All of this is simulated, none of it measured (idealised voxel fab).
This section sets out a process module, namely voxel air gaps.
Section cut is 260 nm wide and gridded with 5 nm square cells.
Cross-section spec: square-cell grid; bands listed top down; each band is one or more rows.
Band: top height; bottom height; in nm. Then, left to right: material with width in nm, for each material. "all across": a single material spanning edge to edge. "air": empty space.
Where do heights start? At 0: under that level the wafer as delivered is made of one material only. And the lowest band has no floor; it just carries on downward, as in "0 -> down".
Quick explanation for "30..40": the width changes in equal steps down the rows of cells, from the first number in the band's top row to the second number in its bottom row.
"no alteration" (step): cross-section cells unchanged, all of them.
What "Voids, enclosed" gives you is every empty space of 8 cells or more that is cut off from the top. Each appears as width x height at distance, with the distance taken from the left edge and width, height and distance all in nm.
Read whatever lies past the settings on a step's line as the simulator's own remark about the step.
overlay nm: how far to the right of its planned place the mask lay on this masked step (negative: to the left).
**This section lists the process steps that were planned**
1: RECEIVE,material Si
2: CONFORMAL_DEP,material SiO2,thk nm 10
3: CONFORMAL_DEP,material SiCN,thk nm 5
4: DIRECTIONAL_DEP,material SiO2,thk nm 35
5: DIRECTIONAL_DEP,material aC,thk nm 15
6: PATTERN,tone open,mask id LINES,material resist,width nm 25,pitch nm 50,thk nm 35,overlay nm 0
7: DIRECTIONAL_ETCH,etch materials aC,depth nm 15
8: STRIP,etch materials resist
9: DIRECTIONAL_ETCH,etch materials SiO2,depth nm 35
10: STRIP,etch materials aC
11: CONFORMAL_DEP,material TiN,thk nm 5
12: FILL_DEP,material W,thk nm 10
13: CMP,height nm 50
14: EPI,material Ru,thk nm 10
15: SELECTIVE_ETCH,etch materials SiO2,depth nm 45
16: CONFORMAL_DEP,material SiCN,thk nm 5
**Cross-section, incoming material, after step 1**
> 0 -> down = Si all across
> Voids, enclosed: none
**Sectioned view, first of two wafers, at the close of the module, processed as intended in the plan**
> 65 -> 60 = air (25), SiCN (205), air (30)
> 60 -> 50 = air (25), SiCN (5), Ru (45), SiCN (5), Ru (45), SiCN (5), Ru (45), SiCN (5), Ru (45), SiCN (5), air (30)
> 50 -> 45 = air (25), SiCN (15), TiN (5), W (15), TiN (5), SiCN (25), TiN (5), W (15), TiN (5), SiCN (25), TiN (5), W (15), TiN (5), SiCN (25), TiN (5), W (15), TiN (5), SiCN (15), air (30)
> 45 -> 20 = air (35), SiCN (5), TiN (5), W (15), TiN (5), SiCN (5), air (15), SiCN (5), TiN (5), W (15), TiN (5), SiCN (5), air (15), SiCN (5), TiN (5), W (15), TiN (5), SiCN (5), air (15), SiCN (5), TiN (5), W (15), TiN (5), SiCN (5), air (40)
> 20 -> 15 = SiCN (40), TiN (25), SiCN (25), TiN (25), SiCN (25), TiN (25), SiCN (25), TiN (25), SiCN (45)
> 15 -> 10 = SiCN all across
> 10 -> 0 = SiO2 all across
> 0 -> down = Si all across
> Voids, enclosed: 15 x 25 at 70; 15 x 25 at 120; 15 x 25 at 170
**This cross-section belongs to the second wafer of two at the end of the module; the start and the plan were shared with the first, and the run included one mistake**
> 65 -> 60 = air (25), SiCN (205), air (30)
> 60 -> 50 = air (25), SiCN (5), Ru (45), SiCN (5), Ru (45), SiCN (5), Ru (45), SiCN (5), Ru (45), SiCN (5), air (30)
> 50 -> 45 = air (25), SiCN (15), TiN (5), W (15), TiN (5), SiCN (25), TiN (5), W (15), TiN (5), SiCN (25), TiN (5), W (15), TiN (5), SiCN (25), TiN (5), W (15), TiN (5), SiCN (15), air (30)
> 45 -> 30 = air (35), SiCN (5), TiN (5), W (15), TiN (5), SiCN (5), air (15), SiCN (5), TiN (5), W (15), TiN (5), SiCN (5), air (15), SiCN (5), TiN (5), W (15), TiN (5), SiCN (5), air (15), SiCN (5), TiN (5), W (15), TiN (5), SiCN (5), air (40)
> 30 -> 25 = SiCN (40), TiN (25), SiCN (25), TiN (25), SiCN (25), TiN (25), SiCN (25), TiN (25), SiCN (45)
> 25 -> 10 = SiCN all across
> 10 -> 0 = SiO2 all across
> 0 -> down = Si all across
> Voids, enclosed: 15 x 15 at 70; 15 x 15 at 120; 15 x 15 at 170
Deviation noted in wafer processing: step 3 was not run as planned; what actually ran was CONFORMAL_DEP,material SiCN,thk nm 15
Final wafer comparison in cells, second versus first, more or fewer per material: SiCN +88, TiN -16, W -24
